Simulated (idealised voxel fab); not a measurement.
This is a process module. Its name is voxel gate over fins.
170 nm wide, 5 nm square cells: that's cross-section cut.
This document writes a cross-section as a grid whose cells are square, and gives it as bands, listed from the top down; one or more rows of cells form a band.
A band entry consists of two parts. The first gives the height of the band's top and the height of its bottom, in nm. The rest lists the band's materials from left to right, each with its width in nm. A single material labelled with the word "full width" fills the band from edge to edge, and the word "blank" marks empty space.
Measure heights from 0. That's the level where, below it, the as-received wafer is all one material. The lowest band is bottomless and extends downward; write it as in "z 0 and below".
Top row gets the first number, bottom row gets the second, and each row in between changes by the same step: that is how a band width like "30 to 40" works.
The cross-section has no changed cell in any step marked "no change occurred".
The entry titled "Encapsulated voids" provides the empty spaces that have no open way to the top, restricted to those of 8 cells or more. Each is presented as width x height at distance, the distance being measured from the left edge, with all three in nm.
On a step's line, text after the settings is the simulator commenting on that step.
If you see "overlay nm" on a step's line and that step has a mask, it's telling you how far right of where it was planned the mask ended up; a negative number means it went left instead.
Process steps foreseen in the plan
| 1 | RECEIVE, material Si |
| 2 | CONFORMAL_DEP, material SiN, thk nm 10 |
| 3 | DIRECTIONAL_DEP, material aC, thk nm 15 |
| 4 | PATTERN, tone cover, mask id FINS, material resist, width nm 15, pitch nm 45, thk nm 30, overlay nm 0 |
| 5 | DIRECTIONAL_ETCH, etch materials aC, depth nm 15 |
| 6 | STRIP, etch materials resist |
| 7 | DIRECTIONAL_ETCH, etch materials SiN, depth nm 10 |
| 8 | DIRECTIONAL_ETCH, etch materials Si, depth nm 40 |
| 9 | STRIP, etch materials aC |
| 10 | FILL_DEP, material SiO2, thk nm 10 |
| 11 | CMP, height nm 10 |
| 12 | SELECTIVE_ETCH, etch materials SiO2, depth nm 25 |
| 13 | STRIP, etch materials SiN |
| 14 | CONFORMAL_DEP, material HfO2, thk nm 5 |
| 15 | CONFORMAL_DEP, material TiN, thk nm 5 |
| 16 | CONFORMAL_DEP, material TiAl, thk nm 5 |
| 17 | CONFORMAL_DEP, material TiN, thk nm 5 |
| 18 | FILL_DEP, material W, thk nm 15 |
| 19 | CMP, height nm 30 |
| 20 | CONFORMAL_DEP, material SiCN, thk nm 10 |
As received (post step 1): cross-section
  z 0 and below = Si full width
  Encapsulated voids: none
As-planned run: cross-section of the first of two wafers at end of module
  z 40 to 30 = SiCN full width
  z 30 to 20 = W full width
  z 20 to 15 = W=35; TiN=100; W=35
  z 15 to 10 = W=35; TiN=5; TiAl=90; TiN=5; W=35
  z 10 to 5 = W=35; TiN=5; TiAl=5; TiN=35; TiAl=10; TiN=35; TiAl=5; TiN=5; W=35
  z 5 to 0 = TiN=40; TiAl=5; TiN=5; HfO2=25; TiN=5; TiAl=10; TiN=5; HfO2=25; TiN=5; TiAl=5; TiN=40
  z 0 to -5 = TiAl=45; TiN=5; HfO2=5; Si=15; HfO2=5; TiN=5; TiAl=10; TiN=5; HfO2=5; Si=15; HfO2=5; TiN=5; TiAl=45
  z -5 to -10 = TiN=50; HfO2=5; Si=15; HfO2=5; TiN=20; HfO2=5; Si=15; HfO2=5; TiN=50
  z -10 to -15 = HfO2=55; Si=15; HfO2=30; Si=15; HfO2=55
  z -15 to -40 = SiO2=55; Si=15; SiO2=30; Si=15; SiO2=55
  z -40 and below = Si full width
  Encapsulated voids: none
The second wafer, shown in cross-section after the module: started the same way as the first and given the same plan, yet one mistake crept into how it was run
  z 40 to 30 = SiCN full width
  z 30 to 20 = W full width
  z 20 to 15 = W=35; TiN=100; W=35
  z 15 to 10 = W=35; TiN=5; TiAl=90; TiN=5; W=35
  z 10 to 5 = W=35; TiN=5; TiAl=5; TiN=35; TiAl=10; TiN=35; TiAl=5; TiN=5; W=35
  z 5 to 0 = TiN=40; TiAl=5; TiN=5; HfO2=25; TiN=5; TiAl=10; TiN=5; HfO2=25; TiN=5; TiAl=5; TiN=40
  z 0 to -5 = TiAl=45; TiN=5; HfO2=5; Si=15; HfO2=5; TiN=5; TiAl=10; TiN=5; HfO2=5; Si=15; HfO2=5; TiN=5; TiAl=45
  z -5 to -10 = TiN=40; TiAl=5; TiN=5; HfO2=5; Si=15; HfO2=5; TiN=5; TiAl=10; TiN=5; HfO2=5; Si=15; HfO2=5; TiN=5; TiAl=5; TiN=40
  z -10 to -15 = HfO2=35; TiN=5; TiAl=5; TiN=5; HfO2=5; Si=15; HfO2=5; TiN=5; TiAl=10; TiN=5; HfO2=5; Si=15; HfO2=5; TiN=5; TiAl=5; TiN=5; HfO2=35
  z -15 to -20 = SiO2=30; HfO2=5; TiN=15; HfO2=5; Si=15; HfO2=5; TiN=20; HfO2=5; Si=15; HfO2=5; TiN=15; HfO2=5; SiO2=30
  z -20 to -25 = SiO2=30; HfO2=25; Si=15; HfO2=30; Si=15; HfO2=25; SiO2=30
  z -25 to -40 = SiO2=55; Si=15; SiO2=30; Si=15; SiO2=55
  z -40 and below = Si full width
  Encapsulated voids: none
Heads up, the wafer didn't run the way we planned it: steps 12 and 13 got flipped, so each one ran where the other should have
Upon completion, the second wafer contains, in terms of cells, a greater or smaller amount of certain materials than the first wafer: +12 HfO2 | -32 SiO2 | +8 TiAl | +12 TiN
